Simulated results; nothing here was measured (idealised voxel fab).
process module | voxel self aligned vias
cross-section cut | 245 nm wide | cells 5 nm
A cross-section is a grid of square cells, given in bands from the top down. A band is one or more rows of cells.
Each band's line starts with the height of the band's top and of its bottom, in nm. Then come its materials from left to right, each with its width in nm. One material with "throughout" fills the band from edge to edge. "air" is empty space.
Height 0 is the level under which the wafer as received is all one material. The lowest band goes on downwards, as in "0 down".
A width such as "30 to 40" changes by the same amount from each row of cells to the next, from the band's top row to its bottom row.
"no change" after a step means that no cell of the cross-section changed.
closed voids: empty space of 8 cells or more with no open way to the top, each as width x height at its distance from the left edge, in nm
after a step's settings: what the simulator itself notes on the step
overlay nm, on a step with a mask: how far to the right of its planned place the mask lay; to the left if negative
plan
1 op RECEIVE | material Si
2 op CONFORMAL_DEP | material SiO2 | thk nm 15
3 op CONFORMAL_DEP | material SiCN | thk nm 5
4 op DIRECTIONAL_DEP | material SiO2 | thk nm 20
5 op MASKED_ETCH | tone open | mask id LINES | width nm 25 | pitch nm 60 | etch materials SiO2 | depth nm 20 | overlay nm 0
6 op CONFORMAL_DEP | material TiN | thk nm 5
7 op FILL_DEP | material W | thk nm 10
8 op CMP | height nm 40
9 op SELECTIVE_ETCH | etch materials W Ru TiN | depth nm 10
10 op FILL_DEP | material SiN | thk nm 5
11 op CMP | height nm 40
12 op DIRECTIONAL_DEP | material SiO2 | thk nm 15
13 op MASKED_ETCH | tone open | mask id VIAS | width nm 45 | pitch nm 60 | etch materials SiO2 | depth nm 15 | overlay nm 0
14 op MASKED_ETCH | tone open | mask id VIAS | width nm 45 | pitch nm 60 | etch materials SiN | depth nm 10 | overlay nm 0
15 op CONFORMAL_DEP | material TiN | thk nm 5
16 op FILL_DEP | material Cu | thk nm 10
17 op CMP | height nm 55
18 op CONFORMAL_DEP | material SiCN | thk nm 5
as received, after step 1
  0 down: Si throughout
  closed voids: none
first wafer at the end, as planned
  60 to 55: SiCN throughout
  55 to 45: SiO2 70 | TiN 5 | Cu 35 | TiN 5 | SiO2 15 | TiN 5 | Cu 35 | TiN 5 | SiO2 70
  45 to 35: SiO2 70 to 80 | TiN 15 to 5 | Cu 15 | TiN 15 to 5 | SiO2 15 to 35 | TiN 15 to 5 | Cu 15 | TiN 15 to 5 | SiO2 70 to 80
  35 to 30: SiO2 80 | TiN 25 | SiO2 35 | TiN 25 | SiO2 80
  30 to 25: SiO2 80 | TiN 5 | W 15 | TiN 5 | SiO2 35 | TiN 5 | W 15 | TiN 5 | SiO2 80
  25 to 20: SiO2 80 | TiN 25 | SiO2 35 | TiN 25 | SiO2 80
  20 to 15: SiCN throughout
  15 to 0: SiO2 throughout
  0 down: Si throughout
  closed voids: none
second wafer at the end: like start, like plan, one mistake
  60 to 55: SiCN throughout
  55 to 45: SiO2 70 | TiN 5 | Cu 35 | TiN 5 | SiO2 15 | TiN 5 | Cu 35 | TiN 5 | SiO2 70
  45 to 35: SiO2 70 to 80 | TiN 15 to 5 | Cu 15 | TiN 15 to 5 | SiO2 15 to 35 | TiN 15 to 5 | Cu 15 | TiN 15 to 5 | SiO2 70 to 80
  35 to 30: SiO2 80 | TiN 25 | SiO2 35 | TiN 25 | SiO2 80
  30 to 25: SiO2 80 | TiN 5 | W 15 | TiN 5 | SiO2 35 | TiN 5 | W 15 | TiN 5 | SiO2 80
  25 to 20: SiO2 80 | TiN 25 | SiO2 35 | TiN 25 | SiO2 80
  20 to 15: W throughout
  15 to 0: SiO2 throughout
  0 down: Si throughout
  closed voids: none
what went wrong: step 3 ran as: op CONFORMAL_DEP | material W | thk nm 5
at the end the second wafer has, in cells: 49 fewer of SiCN | 49 more of W
